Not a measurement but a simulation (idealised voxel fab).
Process module in this document: voxel self aligned contacts
Displayed cross-section: cut, width of 170 nm, square cells sized 5 nm.
Cross-section layout: square cells on a grid; listed as bands, top to bottom; a band spans one or more cell rows. Quick guide to a band line: top height, bottom height (nm) up front; then every material left to right with its width in nm. Only one material and it's marked "all across"? Then it fills the band edge to edge. And "blank" just means empty space. Height 0 is the level under which the wafer as received is all one material. The lowest band goes on downwards, as in "0..down". A two-number width, for instance "30 to 40", indicates that the width is equal to the first number in the top row of the band and to the second number in the bottom row, and that it changes by a constant amount per row of cells. The cross-section has no changed cell in any step marked "no modification". "Sealed internal cavities" - sealed voids, min. 8 cells, no opening to top; format: width x height at distance (distance from left edge; nm throughout). What comes after the settings on a step's line is commentary from the simulator itself on that step. "overlay nm" answers the question of how far to the right of plan the mask lay on a step that has a mask, and when it is negative the answer is to the left. Pairs from here to the end. Each: cross-section before one process step, cross-section after it, the latter only as far down as the lowest band that changed. Under each: the step between, and its settings. Mind that the pairs may be taken from different runs of this module on the same starting wafer; whether a pair continues from the pair above depends on its entry headed "Pre-process state", and it does only where that entry says so.

-- Pre-process state
- 0..down | Si all across
- Sealed internal cavities: none

-- Resulting Cross-Section
- 5..0 | SiO2 all across
- Rest of section, below 0: as before.
- Sealed internal cavities: none
Transition step, before and after shown above: CONFORMAL_DEP (material SiO2; thk nm 5)

Pre-process state: The cross-section prior to this step is the one presented after the step of the pair immediately above.

-- Resulting Cross-Section
- 35..5 | polySi all across
- Rest of section, below 5: as before.
- Sealed internal cavities: none
Transition step, before and after shown above: DIRECTIONAL_DEP (material polySi; thk nm 30)

Pre-process state: The cross-section prior to this step is the one presented after the step of the pair immediately above.

-- Resulting Cross-Section
- 55..35 | SiN all across
- Rest of section, below 35: as before.
- Sealed internal cavities: none
Transition step, before and after shown above: DIRECTIONAL_DEP (material SiN; thk nm 20)

Pre-process state: The cross-section prior to this step is the one presented after the step of the pair immediately above.

-- Resulting Cross-Section
- 65..55 | aC all across
- Rest of section, below 55: as before.
- Sealed internal cavities: none
Transition step, before and after shown above: DIRECTIONAL_DEP (material aC; thk nm 10)

Pre-process state: The cross-section prior to this step is the one presented after the step of the pair immediately above.

-- Resulting Cross-Section
- 90..65 | blank=40; resist=30; blank=30; resist=30; blank=40
- Rest of section, below 65: as before.
- Sealed internal cavities: none
Transition step, before and after shown above: PATTERN (tone cover; mask id GATE; material resist; width nm 30; pitch nm 60; thk nm 25; overlay nm 0)

Pre-process state: The cross-section prior to this step is the one presented after the step of the pair immediately above.

-- Resulting Cross-Section
- 80..65 | blank=40; resist=30; blank=30; resist=30; blank=40
- 65..55 | blank=40; aC=30; blank=30; aC=30; blank=40
- Rest of section, below 55: as before.
- Sealed internal cavities: none
Transition step, before and after shown above: DIRECTIONAL_ETCH (etch materials aC; depth nm 10)

Pre-process state: The cross-section prior to this step is the one presented after the step of the pair immediately above.

-- Resulting Cross-Section
- 65..55 | blank=40; aC=30; blank=30; aC=30; blank=40
- Rest of section, below 55: as before.
- Sealed internal cavities: none
Transition step, before and after shown above: STRIP (etch materials resist)

Pre-process state: The cross-section prior to this step is the one presented after the step of the pair immediately above.

-- Resulting Cross-Section
- 65..55 | blank=40; aC=30; blank=30; aC=30; blank=40
- 55..35 | blank=40; SiN=30; blank=30; SiN=30; blank=40
- Rest of section, below 35: as before.
- Sealed internal cavities: none
Transition step, before and after shown above: DIRECTIONAL_ETCH (etch materials SiN; depth nm 20)

Pre-process state: The cross-section prior to this step is the one presented after the step of the pair immediately above.

-- Resulting Cross-Section
- 65..55 | blank=40; aC=30; blank=30; aC=30; blank=40
- 55..35 | blank=40; SiN=30; blank=30; SiN=30; blank=40
- 35..5 | blank=40; polySi=30; blank=30; polySi=30; blank=40
- Rest of section, below 5: as before.
- Sealed internal cavities: none
Transition step, before and after shown above: DIRECTIONAL_ETCH (etch materials polySi; depth nm 30)

Pre-process state: The cross-section prior to this step is the one presented after the step of the pair immediately above.

-- Resulting Cross-Section
- 55..35 | blank=40; SiN=30; blank=30; SiN=30; blank=40
- Rest of section, below 35: as before.
- Sealed internal cavities: none
Transition step, before and after shown above: STRIP (etch materials aC)

Pre-process state: The cross-section prior to this step is the one presented after the step of the pair immediately above.

-- Resulting Cross-Section
- 60..35 | blank=35; SiN=40; blank=20; SiN=40; blank=35
- 35..10 | blank=35; SiN=5; polySi=30; SiN=5; blank=20; SiN=5; polySi=30; SiN=5; blank=35
- 10..5 | SiN=40; polySi=30; SiN=30; polySi=30; SiN=40
- Rest of section, below 5: as before.
- Sealed internal cavities: none
Transition step, before and after shown above: CONFORMAL_DEP (material SiN; thk nm 5)

Pre-process state: The cross-section prior to this step is the one presented after the step of the pair immediately above.

-- Resulting Cross-Section
- 55..35 | blank=35; SiN=40; blank=20; SiN=40; blank=35
- 35..5 | blank=35; SiN=5; polySi=30; SiN=5; blank=20; SiN=5; polySi=30; SiN=5; blank=35
- Rest of section, below 5: as before.
- Sealed internal cavities: none
Transition step, before and after shown above: DIRECTIONAL_ETCH (etch materials SiN; depth nm 5)

Pre-process state: The cross-section prior to this step is the one presented after the step of the pair immediately above.

-- Resulting Cross-Section
- 65..55 | SiO2 all across
- 55..35 | SiO2=35; SiN=40; SiO2=20; SiN=40; SiO2=35
- 35..5 | SiO2=35; SiN=5; polySi=30; SiN=5; SiO2=20; SiN=5; polySi=30; SiN=5; SiO2=35
- Rest of section, below 5: as before.
- Sealed internal cavities: none
Transition step, before and after shown above: FILL_DEP (material SiO2; thk nm 10)

Pre-process state: The cross-section prior to this step is the one presented after the step of the pair immediately above.

-- Resulting Cross-Section
- 60..55 | SiO2 all across
- Rest of section, below 55: as before.
- Sealed internal cavities: none
Transition step, before and after shown above: CMP (height nm 60)

Pre-process state: The cross-section prior to this step is the one presented after the step of the pair immediately above.

-- Resulting Cross-Section
- 75..60 | resist=65; blank=40; resist=65
- Rest of section, below 60: as before.
- Sealed internal cavities: none
Transition step, before and after shown above: PATTERN (tone open; mask id CONTACT; material resist; width nm 40; thk nm 15; overlay nm 0)

Pre-process state: The cross-section prior to this step is the one presented after the step of the pair immediately above.

-- Resulting Cross-Section
- 75..60 | resist=65; blank=40; resist=65
- 60..55 | SiO2=65; blank=40; SiO2=65
- 55..35 | SiO2=35; SiN=40; blank=20; SiN=40; SiO2=35
- 35..5 | SiO2=35; SiN=5; polySi=30; SiN=5; blank=20; SiN=5; polySi=30; SiN=5; SiO2=35
- 5..0 | SiO2=75; blank=20; SiO2=75
- Rest of section, below 0: as before.
- Sealed internal cavities: none
Transition step, before and after shown above: DIRECTIONAL_ETCH (etch materials SiO2; depth nm 60)

Pre-process state: The cross-section prior to this step is the one presented after the step of the pair immediately above.

-- Resulting Cross-Section
- 60..55 | SiO2=65; blank=40; SiO2=65
- Rest of section, below 55: as before.
- Sealed internal cavities: none
Transition step, before and after shown above: STRIP (etch materials resist)

Pre-process state: The cross-section prior to this step is the one presented after the step of the pair immediately above.

-- Resulting Cross-Section
- 65..60 | TiN=70; blank=30; TiN=70
- 60..55 | SiO2=65; TiN=15; blank=10; TiN=15; SiO2=65
- 55..35 | SiO2=35; SiN=40; TiN=5; blank=10; TiN=5; SiN=40; SiO2=35
- 35..5 | SiO2=35; SiN=5; polySi=30; SiN=5; TiN=5; blank=10; TiN=5; SiN=5; polySi=30; SiN=5; SiO2=35
- 5..0 | SiO2=75; TiN=20; SiO2=75
- Rest of section, below 0: as before.
- Sealed internal cavities: none
Transition step, before and after shown above: CONFORMAL_DEP (material TiN; thk nm 5)

Pre-process state: The cross-section prior to this step is the one presented after the step of the pair immediately above.

-- Resulting Cross-Section
- 70..65 | W all across
- 65..60 | TiN=70; W=30; TiN=70
- 60..55 | SiO2=65; TiN=15; W=10; TiN=15; SiO2=65
- 55..35 | SiO2=35; SiN=40; TiN=5; W=10; TiN=5; SiN=40; SiO2=35
- 35..5 | SiO2=35; SiN=5; polySi=30; SiN=5; TiN=5; W=10; TiN=5; SiN=5; polySi=30; SiN=5; SiO2=35
- Rest of section, below 5: as before.
- Sealed internal cavities: none
Transition step, before and after shown above: FILL_DEP (material W; thk nm 5)

Pre-process state: The cross-section prior to this step is the one presented after the step of the pair immediately above.

-- Resulting Cross-Section
- 60..55 | SiO2=65; TiN=15; W=10; TiN=15; SiO2=65
- Rest of section, below 55: as before.
- Sealed internal cavities: none
Transition step, before and after shown above: CMP (height nm 60)

Pre-process state: The cross-section prior to this step is the one presented after the step of the pair immediately above.

-- Resulting Cross-Section
- 65..60 | SiN all across
- Rest of section, below 60: as before.
- Sealed internal cavities: none
Transition step, before and after shown above: CONFORMAL_DEP (material SiN; thk nm 5)

-- Pre-process state
- 55..35 | blank=40; SiN=30; blank=30; SiN=30; blank=40
- 35..5 | blank=40; polySi=30; blank=30; polySi=30; blank=40
- 5..0 | SiO2 all across
- 0..down | Si all across
- Sealed internal cavities: none

-- Resulting Cross-Section
- 50..35 | blank=40; SiN=30; blank=30; SiN=30; blank=40
- Rest of section, below 35: as before.
- Sealed internal cavities: none
Transition step, before and after shown above: DIRECTIONAL_ETCH (etch materials SiN; depth nm 5)

Pre-process state: The cross-section prior to this step is the one presented after the step of the pair immediately above.

-- Resulting Cross-Section
- 60..50 | SiO2 all across
- 50..35 | SiO2=40; SiN=30; SiO2=30; SiN=30; SiO2=40
- 35..5 | SiO2=40; polySi=30; SiO2=30; polySi=30; SiO2=40
- Rest of section, below 5: as before.
- Sealed internal cavities: none
Transition step, before and after shown above: FILL_DEP (material SiO2; thk nm 10)

Pre-process state: The cross-section prior to this step is the one presented after the step of the pair immediately above.

-- Resulting Cross-Section
- 75..60 | resist=65; blank=40; resist=65
- Rest of section, below 60: as before.
- Sealed internal cavities: none
Transition step, before and after shown above: PATTERN (tone open; mask id CONTACT; material resist; width nm 40; thk nm 15; overlay nm 0)

Pre-process state: The cross-section prior to this step is the one presented after the step of the pair immediately above.

-- Resulting Cross-Section
- 75..60 | resist=65; blank=40; resist=65
- 60..50 | SiO2=65; blank=40; SiO2=65
- 50..35 | SiO2=40; SiN=30; blank=30; SiN=30; SiO2=40
- 35..5 | SiO2=40; polySi=30; blank=30; polySi=30; SiO2=40
- 5..0 | SiO2=70; blank=30; SiO2=70
- Rest of section, below 0: as before.
- Sealed internal cavities: none
Transition step, before and after shown above: DIRECTIONAL_ETCH (etch materials SiO2; depth nm 60)

Pre-process state: The cross-section prior to this step is the one presented after the step of the pair immediately above.

-- Resulting Cross-Section
- 60..50 | SiO2=65; blank=40; SiO2=65
- Rest of section, below 50: as before.
- Sealed internal cavities: none
Transition step, before and after shown above: STRIP (etch materials resist)

Pre-process state: The cross-section prior to this step is the one presented after the step of the pair immediately above.

-- Resulting Cross-Section
- 65..60 | TiN=70; blank=30; TiN=70
- 60..50 | SiO2=65; TiN=5 to 10; blank=30 to 20; TiN=5 to 10; SiO2=65
- 50..35 | SiO2=40; SiN=30; TiN=5; blank=20; TiN=5; SiN=30; SiO2=40
- 35..5 | SiO2=40; polySi=30; TiN=5; blank=20; TiN=5; polySi=30; SiO2=40
- 5..0 | SiO2=70; TiN=30; SiO2=70
- Rest of section, below 0: as before.
- Sealed internal cavities: none
Transition step, before and after shown above: CONFORMAL_DEP (material TiN; thk nm 5)

Pre-process state: The cross-section prior to this step is the one presented after the step of the pair immediately above.

-- Resulting Cross-Section
- 70..65 | W all across
- 65..60 | TiN=70; W=30; TiN=70
- 60..50 | SiO2=65; TiN=5 to 10; W=30 to 20; TiN=5 to 10; SiO2=65
- 50..35 | SiO2=40; SiN=30; TiN=5; W=20; TiN=5; SiN=30; SiO2=40
- 35..5 | SiO2=40; polySi=30; TiN=5; W=20; TiN=5; polySi=30; SiO2=40
- Rest of section, below 5: as before.
- Sealed internal cavities: none
Transition step, before and after shown above: FILL_DEP (material W; thk nm 5)

Pre-process state: The cross-section prior to this step is the one presented after the step of the pair immediately above.

-- Resulting Cross-Section
- 60..50 | SiO2=65; TiN=5 to 10; W=30 to 20; TiN=5 to 10; SiO2=65
- Rest of section, below 50: as before.
- Sealed internal cavities: none
Transition step, before and after shown above: CMP (height nm 60)

Pre-process state: The cross-section prior to this step is the one presented after the step of the pair immediately above.

-- Resulting Cross-Section
- 65..60 | SiN all across
- Rest of section, below 60: as before.
- Sealed internal cavities: none
Transition step, before and after shown above: CONFORMAL_DEP (material SiN; thk nm 5)

-- Pre-process state
- 35..5 | polySi all across
- 5..0 | SiO2 all across
- 0..down | Si all across
- Sealed internal cavities: none

-- Resulting Cross-Section
- 65..5 | polySi all across
- Rest of section, below 5: as before.
- Sealed internal cavities: none
Transition step, before and after shown above: DIRECTIONAL_DEP (material polySi; thk nm 30)

Pre-process state: The cross-section prior to this step is the one presented after the step of the pair immediately above.

-- Resulting Cross-Section
- 85..65 | SiN all across
- Rest of section, below 65: as before.
- Sealed internal cavities: none
Transition step, before and after shown above: DIRECTIONAL_DEP (material SiN; thk nm 20)

Pre-process state: The cross-section prior to this step is the one presented after the step of the pair immediately above.

-- Resulting Cross-Section
- 95..85 | aC all across
- Rest of section, below 85: as before.
- Sealed internal cavities: none
Transition step, before and after shown above: DIRECTIONAL_DEP (material aC; thk nm 10)

Pre-process state: The cross-section prior to this step is the one presented after the step of the pair immediately above.

-- Resulting Cross-Section
- 120..95 | blank=40; resist=30; blank=30; resist=30; blank=40
- Rest of section, below 95: as before.
- Sealed internal cavities: none
Transition step, before and after shown above: PATTERN (tone cover; mask id GATE; material resist; width nm 30; pitch nm 60; thk nm 25; overlay nm 0)

Pre-process state: The cross-section prior to this step is the one presented after the step of the pair immediately above.

-- Resulting Cross-Section
- 110..95 | blank=40; resist=30; blank=30; resist=30; blank=40
- 95..85 | blank=40; aC=30; blank=30; aC=30; blank=40
- Rest of section, below 85: as before.
- Sealed internal cavities: none
Transition step, before and after shown above: DIRECTIONAL_ETCH (etch materials aC; depth nm 10)

Pre-process state: The cross-section prior to this step is the one presented after the step of the pair immediately above.

-- Resulting Cross-Section
- 95..85 | blank=40; aC=30; blank=30; aC=30; blank=40
- Rest of section, below 85: as before.
- Sealed internal cavities: none
Transition step, before and after shown above: STRIP (etch materials resist)

Pre-process state: The cross-section prior to this step is the one presented after the step of the pair immediately above.

-- Resulting Cross-Section
- 95..85 | blank=40; aC=30; blank=30; aC=30; blank=40
- 85..65 | blank=40; SiN=30; blank=30; SiN=30; blank=40
- Rest of section, below 65: as before.
- Sealed internal cavities: none
Transition step, before and after shown above: DIRECTIONAL_ETCH (etch materials SiN; depth nm 20)

Pre-process state: The cross-section prior to this step is the one presented after the step of the pair immediately above.

-- Resulting Cross-Section
- 95..85 | blank=40; aC=30; blank=30; aC=30; blank=40
- 85..65 | blank=40; SiN=30; blank=30; SiN=30; blank=40
- 65..35 | blank=40; polySi=30; blank=30; polySi=30; blank=40
- Rest of section, below 35: as before.
- Sealed internal cavities: none
Transition step, before and after shown above: DIRECTIONAL_ETCH (etch materials polySi; depth nm 30)

Pre-process state: The cross-section prior to this step is the one presented after the step of the pair immediately above.

-- Resulting Cross-Section
- 85..65 | blank=40; SiN=30; blank=30; SiN=30; blank=40
- Rest of section, below 65: as before.
- Sealed internal cavities: none
Transition step, before and after shown above: STRIP (etch materials aC)

Pre-process state: The cross-section prior to this step is the one presented after the step of the pair immediately above.

-- Resulting Cross-Section
- 90..65 | blank=35; SiN=40; blank=20; SiN=40; blank=35
- 65..40 | blank=35; SiN=5; polySi=30; SiN=5; blank=20; SiN=5; polySi=30; SiN=5; blank=35
- 40..35 | SiN=40; polySi=30; SiN=30; polySi=30; SiN=40
- Rest of section, below 35: as before.
- Sealed internal cavities: none
Transition step, before and after shown above: CONFORMAL_DEP (material SiN; thk nm 5)

Pre-process state: The cross-section prior to this step is the one presented after the step of the pair immediately above.

-- Resulting Cross-Section
- 85..65 | blank=35; SiN=40; blank=20; SiN=40; blank=35
- 65..35 | blank=35; SiN=5; polySi=30; SiN=5; blank=20; SiN=5; polySi=30; SiN=5; blank=35
- Rest of section, below 35: as before.
- Sealed internal cavities: none
Transition step, before and after shown above: DIRECTIONAL_ETCH (etch materials SiN; depth nm 5)

Pre-process state: The cross-section prior to this step is the one presented after the step of the pair immediately above.

-- Resulting Cross-Section
- 95..85 | SiO2 all across
- 85..65 | SiO2=35; SiN=40; SiO2=20; SiN=40; SiO2=35
- 65..35 | SiO2=35; SiN=5; polySi=30; SiN=5; SiO2=20; SiN=5; polySi=30; SiN=5; SiO2=35
- Rest of section, below 35: as before.
- Sealed internal cavities: none
Transition step, before and after shown above: FILL_DEP (material SiO2; thk nm 10)

Pre-process state: The cross-section prior to this step is the one presented after the step of the pair immediately above.

-- Resulting Cross-Section
- 60..35 | SiO2=35; SiN=5; polySi=30; SiN=5; SiO2=20; SiN=5; polySi=30; SiN=5; SiO2=35
- Rest of section, below 35: as before.
- Sealed internal cavities: none
Transition step, before and after shown above: CMP (height nm 60)

Pre-process state: The cross-section prior to this step is the one presented after the step of the pair immediately above.

-- Resulting Cross-Section
- 75..60 | resist=65; blank=40; resist=65
- Rest of section, below 60: as before.
- Sealed internal cavities: none
Transition step, before and after shown above: PATTERN (tone open; mask id CONTACT; material resist; width nm 40; thk nm 15; overlay nm 0)

Pre-process state: The cross-section prior to this step is the one presented after the step of the pair immediately above.

-- Resulting Cross-Section
- 75..60 | resist=65; blank=40; resist=65
- 60..35 | SiO2=35; SiN=5; polySi=30; SiN=5; blank=20; SiN=5; polySi=30; SiN=5; SiO2=35
- Rest of section, below 35: as before.
- Sealed internal cavities: none
Transition step, before and after shown above: DIRECTIONAL_ETCH (etch materials SiO2; depth nm 60)

Pre-process state: The cross-section prior to this step is the one presented after the step of the pair immediately above.

-- Resulting Cross-Section
- 60..35 | SiO2=35; SiN=5; polySi=30; SiN=5; blank=20; SiN=5; polySi=30; SiN=5; SiO2=35
- Rest of section, below 35: as before.
- Sealed internal cavities: none
Transition step, before and after shown above: STRIP (etch materials resist)

Pre-process state: The cross-section prior to this step is the one presented after the step of the pair immediately above.

-- Resulting Cross-Section
- 65..60 | TiN=80; blank=10; TiN=80
- 60..40 | SiO2=35; SiN=5; polySi=30; SiN=5; TiN=5; blank=10; TiN=5; SiN=5; polySi=30; SiN=5; SiO2=35
- 40..35 | SiO2=35; SiN=5; polySi=30; SiN=5; TiN=20; SiN=5; polySi=30; SiN=5; SiO2=35
- Rest of section, below 35: as before.
- Sealed internal cavities: none
Transition step, before and after shown above: CONFORMAL_DEP (material TiN; thk nm 5)

Pre-process state: The cross-section prior to this step is the one presented after the step of the pair immediately above.

-- Resulting Cross-Section
- 70..65 | W all across
- 65..60 | TiN=80; W=10; TiN=80
- 60..40 | SiO2=35; SiN=5; polySi=30; SiN=5; TiN=5; W=10; TiN=5; SiN=5; polySi=30; SiN=5; SiO2=35
- Rest of section, below 40: as before.
- Sealed internal cavities: none
Transition step, before and after shown above: FILL_DEP (material W; thk nm 5)

Pre-process state: The cross-section prior to this step is the one presented after the step of the pair immediately above.

-- Resulting Cross-Section
- 60..40 | SiO2=35; SiN=5; polySi=30; SiN=5; TiN=5; W=10; TiN=5; SiN=5; polySi=30; SiN=5; SiO2=35
- Rest of section, below 40: as before.
- Sealed internal cavities: none
Transition step, before and after shown above: CMP (height nm 60)

Pre-process state: The cross-section prior to this step is the one presented after the step of the pair immediately above.

-- Resulting Cross-Section
- 65..60 | SiN all across
- Rest of section, below 60: as before.
- Sealed internal cavities: none
Transition step, before and after shown above: CONFORMAL_DEP (material SiN; thk nm 5)

-- Pre-process state
- 50..35 | blank=40; SiN=30; blank=30; SiN=30; blank=40
- 35..5 | blank=40; polySi=30; blank=30; polySi=30; blank=40
- 5..0 | SiO2 all across
- 0..down | Si all across
- Sealed internal cavities: none

-- Resulting Cross-Section
- 55..35 | blank=35; SiN=40; blank=20; SiN=40; blank=35
- 35..10 | blank=35; SiN=5; polySi=30; SiN=5; blank=20; SiN=5; polySi=30; SiN=5; blank=35
- 10..5 | SiN=40; polySi=30; SiN=30; polySi=30; SiN=40
- Rest of section, below 5: as before.
- Sealed internal cavities: none
Transition step, before and after shown above: CONFORMAL_DEP (material SiN; thk nm 5)

Pre-process state: The cross-section prior to this step is the one presented after the step of the pair immediately above.

-- Resulting Cross-Section
- 65..55 | SiO2 all across
- 55..35 | SiO2=35; SiN=40; SiO2=20; SiN=40; SiO2=35
- 35..10 | SiO2=35; SiN=5; polySi=30; SiN=5; SiO2=20; SiN=5; polySi=30; SiN=5; SiO2=35
- Rest of section, below 10: as before.
- Sealed internal cavities: none
Transition step, before and after shown above: FILL_DEP (material SiO2; thk nm 10)

Pre-process state: The cross-section prior to this step is the one presented after the step of the pair immediately above.

-- Resulting Cross-Section
- 60..55 | SiO2 all across
- Rest of section, below 55: as before.
- Sealed internal cavities: none
Transition step, before and after shown above: CMP (height nm 60)

Pre-process state: The cross-section prior to this step is the one presented after the step of the pair immediately above.

-- Resulting Cross-Section
- 75..60 | resist=65; blank=40; resist=65
- Rest of section, below 60: as before.
- Sealed internal cavities: none
Transition step, before and after shown above: PATTERN (tone open; mask id CONTACT; material resist; width nm 40; thk nm 15; overlay nm 0)

Pre-process state: The cross-section prior to this step is the one presented after the step of the pair immediately above.

-- Resulting Cross-Section
- 75..60 | resist=65; blank=40; resist=65
- 60..55 | SiO2=65; blank=40; SiO2=65
- 55..35 | SiO2=35; SiN=40; blank=20; SiN=40; SiO2=35
- 35..10 | SiO2=35; SiN=5; polySi=30; SiN=5; blank=20; SiN=5; polySi=30; SiN=5; SiO2=35
- Rest of section, below 10: as before.
- Sealed internal cavities: none
Transition step, before and after shown above: DIRECTIONAL_ETCH (etch materials SiO2; depth nm 60)

Pre-process state: The cross-section prior to this step is the one presented after the step of the pair immediately above.

-- Resulting Cross-Section
- 60..55 | SiO2=65; blank=40; SiO2=65
- Rest of section, below 55: as before.
- Sealed internal cavities: none
Transition step, before and after shown above: STRIP (etch materials resist)

Pre-process state: The cross-section prior to this step is the one presented after the step of the pair immediately above.

-- Resulting Cross-Section
- 65..60 | TiN=70; blank=30; TiN=70
- 60..55 | SiO2=65; TiN=15; blank=10; TiN=15; SiO2=65
- 55..35 | SiO2=35; SiN=40; TiN=5; blank=10; TiN=5; SiN=40; SiO2=35
- 35..15 | SiO2=35; SiN=5; polySi=30; SiN=5; TiN=5; blank=10; TiN=5; SiN=5; polySi=30; SiN=5; SiO2=35
- 15..10 | SiO2=35; SiN=5; polySi=30; SiN=5; TiN=20; SiN=5; polySi=30; SiN=5; SiO2=35
- Rest of section, below 10: as before.
- Sealed internal cavities: none
Transition step, before and after shown above: CONFORMAL_DEP (material TiN; thk nm 5)

Pre-process state: The cross-section prior to this step is the one presented after the step of the pair immediately above.

-- Resulting Cross-Section
- 70..65 | W all across
- 65..60 | TiN=70; W=30; TiN=70
- 60..55 | SiO2=65; TiN=15; W=10; TiN=15; SiO2=65
- 55..35 | SiO2=35; SiN=40; TiN=5; W=10; TiN=5; SiN=40; SiO2=35
- 35..15 | SiO2=35; SiN=5; polySi=30; SiN=5; TiN=5; W=10; TiN=5; SiN=5; polySi=30; SiN=5; SiO2=35
- Rest of section, below 15: as before.
- Sealed internal cavities: none
Transition step, before and after shown above: FILL_DEP (material W; thk nm 5)

Pre-process state: The cross-section prior to this step is the one presented after the step of the pair immediately above.

-- Resulting Cross-Section
- 60..55 | SiO2=65; TiN=15; W=10; TiN=15; SiO2=65
- Rest of section, below 55: as before.
- Sealed internal cavities: none
Transition step, before and after shown above: CMP (height nm 60)

Pre-process state: The cross-section prior to this step is the one presented after the step of the pair immediately above.

-- Resulting Cross-Section
- 65..60 | SiN all across
- Rest of section, below 60: as before.
- Sealed internal cavities: none
Transition step, before and after shown above: CONFORMAL_DEP (material SiN; thk nm 5)

-- Pre-process state
- 75..60 | resist=65; blank=40; resist=65
- 60..55 | SiO2 all across
- 55..35 | SiO2=35; SiN=40; SiO2=20; SiN=40; SiO2=35
- 35..5 | SiO2=35; SiN=5; polySi=30; SiN=5; SiO2=20; SiN=5; polySi=30; SiN=5; SiO2=35
- 5..0 | SiO2 all across
- 0..down | Si all across
- Sealed internal cavities: none

-- Resulting Cross-Section
- 75..60 | resist=65; blank=40; resist=65
- 60..55 | SiO2=65; blank=40; SiO2=65
- 55..35 | SiO2=35; SiN=40; blank=20; SiN=40; SiO2=35
- 35..10 | SiO2=35; SiN=5; polySi=30; SiN=5; blank=20; SiN=5; polySi=30; SiN=5; SiO2=35
- Rest of section, below 10: as before.
- Sealed internal cavities: none
Transition step, before and after shown above: DIRECTIONAL_ETCH (etch materials SiO2; depth nm 50)

Pre-process state: The cross-section prior to this step is the one presented after the step of the pair immediately above.

-- Resulting Cross-Section
- 60..55 | SiO2=65; blank=40; SiO2=65
- Rest of section, below 55: as before.
- Sealed internal cavities: none
Transition step, before and after shown above: STRIP (etch materials resist)

Pre-process state: The cross-section prior to this step is the one presented after the step of the pair immediately above.

-- Resulting Cross-Section
- 65..60 | TiN=70; blank=30; TiN=70
- 60..55 | SiO2=65; TiN=15; blank=10; TiN=15; SiO2=65
- 55..35 | SiO2=35; SiN=40; TiN=5; blank=10; TiN=5; SiN=40; SiO2=35
- 35..15 | SiO2=35; SiN=5; polySi=30; SiN=5; TiN=5; blank=10; TiN=5; SiN=5; polySi=30; SiN=5; SiO2=35
- 15..10 | SiO2=35; SiN=5; polySi=30; SiN=5; TiN=20; SiN=5; polySi=30; SiN=5; SiO2=35
- Rest of section, below 10: as before.
- Sealed internal cavities: none
Transition step, before and after shown above: CONFORMAL_DEP (material TiN; thk nm 5)

Pre-process state: The cross-section prior to this step is the one presented after the step of the pair immediately above.

-- Resulting Cross-Section
- 70..65 | W all across
- 65..60 | TiN=70; W=30; TiN=70
- 60..55 | SiO2=65; TiN=15; W=10; TiN=15; SiO2=65
- 55..35 | SiO2=35; SiN=40; TiN=5; W=10; TiN=5; SiN=40; SiO2=35
- 35..15 | SiO2=35; SiN=5; polySi=30; SiN=5; TiN=5; W=10; TiN=5; SiN=5; polySi=30; SiN=5; SiO2=35
- Rest of section, below 15: as before.
- Sealed internal cavities: none
Transition step, before and after shown above: FILL_DEP (material W; thk nm 5)

Pre-process state: The cross-section prior to this step is the one presented after the step of the pair immediately above.

-- Resulting Cross-Section
- 60..55 | SiO2=65; TiN=15; W=10; TiN=15; SiO2=65
- Rest of section, below 55: as before.
- Sealed internal cavities: none
Transition step, before and after shown above: CMP (height nm 60)

Pre-process state: The cross-section prior to this step is the one presented after the step of the pair immediately above.

-- Resulting Cross-Section
- 65..60 | SiN all across
- Rest of section, below 60: as before.
- Sealed internal cavities: none
Transition step, before and after shown above: CONFORMAL_DEP (material SiN; thk nm 5)

-- Pre-process state
- 65..55 | aC all across
- 55..35 | SiN all across
- 35..5 | polySi all across
- 5..0 | SiO2 all across
- 0..down | Si all across
- Sealed internal cavities: none

-- Resulting Cross-Section
- 90..65 | blank=45; resist=20; blank=40; resist=20; blank=45
- Rest of section, below 65: as before.
- Sealed internal cavities: none
Transition step, before and after shown above: PATTERN (tone cover; mask id GATE; material resist; width nm 20; pitch nm 60; thk nm 25; overlay nm 0)

Pre-process state: The cross-section prior to this step is the one presented after the step of the pair immediately above.

-- Resulting Cross-Section
- 80..65 | blank=45; resist=20; blank=40; resist=20; blank=45
- 65..55 | blank=45; aC=20; blank=40; aC=20; blank=45
- Rest of section, below 55: as before.
- Sealed internal cavities: none
Transition step, before and after shown above: DIRECTIONAL_ETCH (etch materials aC; depth nm 10)

Pre-process state: The cross-section prior to this step is the one presented after the step of the pair immediately above.

-- Resulting Cross-Section
- 65..55 | blank=45; aC=20; blank=40; aC=20; blank=45
- Rest of section, below 55: as before.
- Sealed internal cavities: none
Transition step, before and after shown above: STRIP (etch materials resist)

Pre-process state: The cross-section prior to this step is the one presented after the step of the pair immediately above.

-- Resulting Cross-Section
- 65..55 | blank=45; aC=20; blank=40; aC=20; blank=45
- 55..35 | blank=45; SiN=20; blank=40; SiN=20; blank=45
- Rest of section, below 35: as before.
- Sealed internal cavities: none
Transition step, before and after shown above: DIRECTIONAL_ETCH (etch materials SiN; depth nm 20)

Pre-process state: The cross-section prior to this step is the one presented after the step of the pair immediately above.

-- Resulting Cross-Section
- 65..55 | blank=45; aC=20; blank=40; aC=20; blank=45
- 55..35 | blank=45; SiN=20; blank=40; SiN=20; blank=45
- 35..5 | blank=45; polySi=20; blank=40; polySi=20; blank=45
- Rest of section, below 5: as before.
- Sealed internal cavities: none
Transition step, before and after shown above: DIRECTIONAL_ETCH (etch materials polySi; depth nm 30)

Pre-process state: The cross-section prior to this step is the one presented after the step of the pair immediately above.

-- Resulting Cross-Section
- 55..35 | blank=45; SiN=20; blank=40; SiN=20; blank=45
- Rest of section, below 35: as before.
- Sealed internal cavities: none
Transition step, before and after shown above: STRIP (etch materials aC)

Pre-process state: The cross-section prior to this step is the one presented after the step of the pair immediately above.

-- Resulting Cross-Section
- 60..35 | blank=40; SiN=30; blank=30; SiN=30; blank=40
- 35..10 | blank=40; SiN=5; polySi=20; SiN=5; blank=30; SiN=5; polySi=20; SiN=5; blank=40
- 10..5 | SiN=45; polySi=20; SiN=40; polySi=20; SiN=45
- Rest of section, below 5: as before.
- Sealed internal cavities: none
Transition step, before and after shown above: CONFORMAL_DEP (material SiN; thk nm 5)

Pre-process state: The cross-section prior to this step is the one presented after the step of the pair immediately above.

-- Resulting Cross-Section
- 55..35 | blank=40; SiN=30; blank=30; SiN=30; blank=40
- 35..5 | blank=40; SiN=5; polySi=20; SiN=5; blank=30; SiN=5; polySi=20; SiN=5; blank=40
- Rest of section, below 5: as before.
- Sealed internal cavities: none
Transition step, before and after shown above: DIRECTIONAL_ETCH (etch materials SiN; depth nm 5)

Pre-process state: The cross-section prior to this step is the one presented after the step of the pair immediately above.

-- Resulting Cross-Section
- 65..55 | SiO2 all across
- 55..35 | SiO2=40; SiN=30; SiO2=30; SiN=30; SiO2=40
- 35..5 | SiO2=40; SiN=5; polySi=20; SiN=5; SiO2=30; SiN=5; polySi=20; SiN=5; SiO2=40
- Rest of section, below 5: as before.
- Sealed internal cavities: none
Transition step, before and after shown above: FILL_DEP (material SiO2; thk nm 10)
